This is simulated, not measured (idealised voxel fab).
The following process module bears the name voxel plated lines.
We display cut, a cross-section 230 nm in width whose square cells are each 5 nm.
Cross-section = grid of square cells, listed top down in bands; band = one or more rows.
Quick guide to a band line: top height, bottom height (nm) up front; then every material left to right with its width in nm. Only one material and it's marked "throughout"? Then it fills the band edge to edge. And "air" just means empty space.
Counting heights begins at 0, where everything beneath is, in the wafer as received, one material. The lowest band has no bottom; it goes on downwards, as "0 -> down" shows.
Top row gets the first number, bottom row gets the second, and each row in between changes by the same step: that is how a band width like "30 to 40" works.
What does "no change occurred" mean for a step? It means no cell of the cross-section changed in that step.
"Enclosed internal voids" means: voids of 8 cells or more that are shut off from the top with no open way through. Written width x height at distance, distance from the left edge, in nm.
Formally, on a step line, whatever follows the settings is a remark that the simulator itself makes on the step.
overlay nm: step with mask; distance mask lay right of planned place; negative value = left of planned place.

### Planned process steps
1. RECEIVE: material Si
2. CONFORMAL_DEP: material Al2O3, thk nm 5
3. DIRECTIONAL_DEP: material TiN, thk nm 5
4. PATTERN: tone open, mask id LINES, material resist, width nm 20, pitch nm 45, thk nm 35, overlay nm 0
5. EPI: material Ru, thk nm 10
6. EPI: material Ru, thk nm 5
7. EPI: material Ru, thk nm 5
8. STRIP: etch materials resist
9. DIRECTIONAL_ETCH: etch materials TiN, depth nm 5
10. CONFORMAL_DEP: material SiO2, thk nm 5

### as received, after step 1
> 0 -> down  Si throughout
> Enclosed internal voids: none

### Cross-section at module end, one run error; start and plan unchanged from above
> 35 -> 30  air 25; SiO2 40; air 5; SiO2 40; air 5; SiO2 40; air 5; SiO2 40; air 30
> 30 -> 10  air 25; SiO2 5; Ru 30; SiO2 5; air 5; SiO2 5; Ru 30; SiO2 5; air 5; SiO2 5; Ru 30; SiO2 5; air 5; SiO2 5; Ru 30; SiO2 5; air 30
> 10 -> 5  SiO2 30; TiN 30; SiO2 15; TiN 30; SiO2 15; TiN 30; SiO2 15; TiN 30; SiO2 35
> 5 -> 0  Al2O3 throughout
> 0 -> down  Si throughout
> Enclosed internal voids: none
Finding, execution versus plan: so step 4 ended up running with a different setting than we planned, it ran as PATTERN: tone open, mask id LINES, material resist, width nm 30, pitch nm 45, thk nm 35, overlay nm 0
